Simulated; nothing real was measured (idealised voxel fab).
Process module name: voxel self aligned vias
Pictured: cross-section cut, 220 nm wide, on a grid of 5 nm square cells.
Cross-section format: a grid of square cells, given as bands from top to bottom; each band is one or more rows of cells. Basically the band line says how high the top is and how high the bottom is, in nm, and then what's in it from left to right, every material with its width in nm. Empty space shows up as "empty", and if a single material carries "edge to edge" it runs the full band edge to edge. Height datum 0, below which the as-received substrate wafer is one material. Lowest band open at the bottom, running downward: "0 -> down". Top row gets the first number, bottom row gets the second, and each row in between changes by the same step: that is how a band width like "30..40" works. Step note "nothing got changed" = no cross-section cell changed. Closed empty spaces (no open way to the top) of 8 cells or more are what "Sealed voids" lists, each as width x height at distance from the left edge, nm for all three. That trailing text on a step's line, after the settings, is the simulator's own remark on the step. You can add "overlay nm" to a step's line. For a step with a mask, it describes how far the mask lay to the right of its planned position, and a negative number describes a lay to the left.
**Below is the list of planned process steps**
1 RECEIVE,material Si
2 CONFORMAL_DEP,material SiO2,thk nm 10
3 CONFORMAL_DEP,material SiCN,thk nm 5
4 DIRECTIONAL_DEP,material lowk,thk nm 25
5 PATTERN,tone open,mask id LINES,material resist,width nm 20,pitch nm 65,thk nm 15,overlay nm 0
6 DIRECTIONAL_ETCH,etch materials lowk,depth nm 15
7 STRIP,etch materials resist
8 CONFORMAL_DEP,material TiN,thk nm 5
9 FILL_DEP,material Ru,thk nm 10
10 CMP,height nm 40
11 SELECTIVE_ETCH,etch materials W Ru TiN,depth nm 10
12 FILL_DEP,material SiN,thk nm 10
13 CMP,height nm 40
14 DIRECTIONAL_DEP,material lowk,thk nm 20
15 DIRECTIONAL_DEP,material aC,thk nm 10
16 PATTERN,tone open,mask id VIAS,material resist,width nm 40,thk nm 25,overlay nm 0
17 DIRECTIONAL_ETCH,etch materials aC,depth nm 10
18 STRIP,etch materials resist
19 DIRECTIONAL_ETCH,etch materials lowk,depth nm 20
20 DIRECTIONAL_ETCH,etch materials SiN,depth nm 10
21 STRIP,etch materials aC
22 CONFORMAL_DEP,material TiN,thk nm 5
23 FILL_DEP,material W,thk nm 5
24 CMP,height nm 60
25 CONFORMAL_DEP,material SiCN,thk nm 5
What sets these wafers apart? The depth nm at step 6. They all start alike, and the plan carries the first wafer's value.
**Cross-section of the first incoming wafer of several, state after step 1**
	0 -> down | Si edge to edge
	Sealed voids: none
**Last step of the module is step 25; after it, the first of several wafers in cross-section**
	65 -> 60 | SiCN edge to edge
	60 -> 45 | 55 nm lowk / 5 nm TiN / 30 nm W / 5 nm TiN / 125 nm lowk
	45 -> 40 | 55 nm lowk / 15 nm TiN / 10 nm W / 15 nm TiN / 125 nm lowk
	40 -> 35 | 65 nm lowk / 5 nm TiN / 10 nm W / 5 nm TiN / 45 nm lowk / 20 nm SiN / 70 nm lowk
	35 -> 30 | 65 nm lowk / 20 nm TiN / 45 nm lowk / 20 nm SiN / 70 nm lowk
	30 -> 25 | 65 nm lowk / 20 nm TiN / 45 nm lowk / 20 nm TiN / 70 nm lowk
	25 -> 15 | lowk edge to edge
	15 -> 10 | SiCN edge to edge
	10 -> 0 | SiO2 edge to edge
	0 -> down | Si edge to edge
	Sealed voids: none
**Cross-sectional depiction of the last of several wafers upon completion of the module**
	65 -> 60 | SiCN edge to edge
	60 -> 45 | 55 nm lowk / 5 nm TiN / 30 nm W / 5 nm TiN / 125 nm lowk
	45 -> 40 | 55 nm lowk / 15 nm TiN / 10 nm W / 15 nm TiN / 125 nm lowk
	40 -> 35 | 65 nm lowk / 5 nm TiN / 10 nm W / 5 nm TiN / 45 nm lowk / 20 nm SiN / 70 nm lowk
	35 -> 30 | 65 nm lowk / 20 nm TiN / 45 nm lowk / 20 nm SiN / 70 nm lowk
	30 -> 20 | 65 nm lowk / 5 nm TiN / 10 nm Ru / 5 nm TiN / 45 nm lowk / 5 nm TiN / 10 nm Ru / 5 nm TiN / 70 nm lowk
	20 -> 15 | 65 nm lowk / 20 nm TiN / 45 nm lowk / 20 nm TiN / 70 nm lowk
	15 -> 10 | SiCN edge to edge
	10 -> 0 | SiO2 edge to edge
	0 -> down | Si edge to edge
	Sealed voids: none
**Per wafer, end of module: cells gained (+) or lost (-) per material since receipt, then closed voids**
depth nm 15 | +88 SiCN | +8 SiN | +88 SiO2 | +26 TiN | +22 W | +340 lowk | Sealed voids: none
depth nm 20 | +4 Ru | +88 SiCN | +8 SiN | +88 SiO2 | +30 TiN | +22 W | +332 lowk | Sealed voids: none
depth nm 25 | +8 Ru | +88 SiCN | +8 SiN | +88 SiO2 | +34 TiN | +22 W | +324 lowk | Sealed voids: none
depth nm 30 | +8 Ru | +88 SiCN | +8 SiN | +88 SiO2 | +34 TiN | +22 W | +324 lowk | Sealed voids: none
depth nm 35 | +8 Ru | +88 SiCN | +8 SiN | +88 SiO2 | +34 TiN | +22 W | +324 lowk | Sealed voids: none
depth nm 40 | +8 Ru | +88 SiCN | +8 SiN | +88 SiO2 | +34 TiN | +22 W | +324 lowk | Sealed voids: none
